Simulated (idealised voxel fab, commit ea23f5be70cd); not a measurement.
The process module that follows is named voxel lift off.
Xsec cut, 140 nm wide, square cell size 5 nm.
In what follows, cross-sections appear as grids of square cells, described through bands that run from the top down, where every band is one or more rows of cells.
The band entry comprises the height of the band's top followed by the height of its bottom, expressed in nm, and subsequently the band's materials from left to right, each stated together with its width in nm. Where a single material is marked with the word "all across", that material fills the band from edge to edge. The word "blank" represents empty space.
Basically, 0 is our baseline, since under it the wafer straight out of the box is all one material. The bottom band has no lower end and keeps on going down, so it looks like "0..down".
You'd read "30->40" like this: the band's top row of cells is as wide as the first number, its bottom row is as wide as the second, and going down, every row changes width by the same amount as the row before did.
Given "nothing altered" for a step, no cell of the cross-section differs between before and after that step.
Each empty space that has no open way to the top and spans at least 8 cells appears under "Closed void entries" as width x height at distance, the distance counted from the left edge, all in nm.
Whatever follows a step's settings on its line is a remark the simulator itself makes about that step.
The setting "overlay nm" may be written on the line of a step. When the step uses a mask, the value reports how far to the right of the planned place the mask lay, and a negative value reports that it lay to the left.

[List of planned process steps]
| 1 | RECEIVE (material Si) |
| 2 | CONFORMAL_DEP (material Al2O3; thk nm 10) |
| 3 | PATTERN (tone open; mask id LINES; material resist; width nm 20; pitch nm 35; thk nm 25; overlay nm 0) |
| 4 | DIRECTIONAL_DEP (material Ru; thk nm 10) |
| 5 | STRIP (etch materials resist) |
| 6 | CONFORMAL_DEP (material SiCN; thk nm 10) |

[Wafer cross-section on receipt, i.e. after step 1]
* 0..down = Si all across
* Closed void entries: none

[The cross-section shown corresponds to the wafer at the conclusion of the module. The initial structure and the process plan are those presented above; however, one mistake occurred in executing the plan]
* 30..20 = blank: 20, then SiCN: 75, then blank: 45
* 20..10 = SiCN: 30, then Ru: 20, then SiCN: 15, then Ru: 20, then SiCN: 55
* 10..0 = Al2O3 all across
* 0..down = Si all across
* Closed void entries: none
Plan not followed: step 3 ran differently from the plan; actual operation with settings: PATTERN (tone open; mask id LINES; material resist; width nm 20; pitch nm 35; thk nm 25; overlay nm -10)
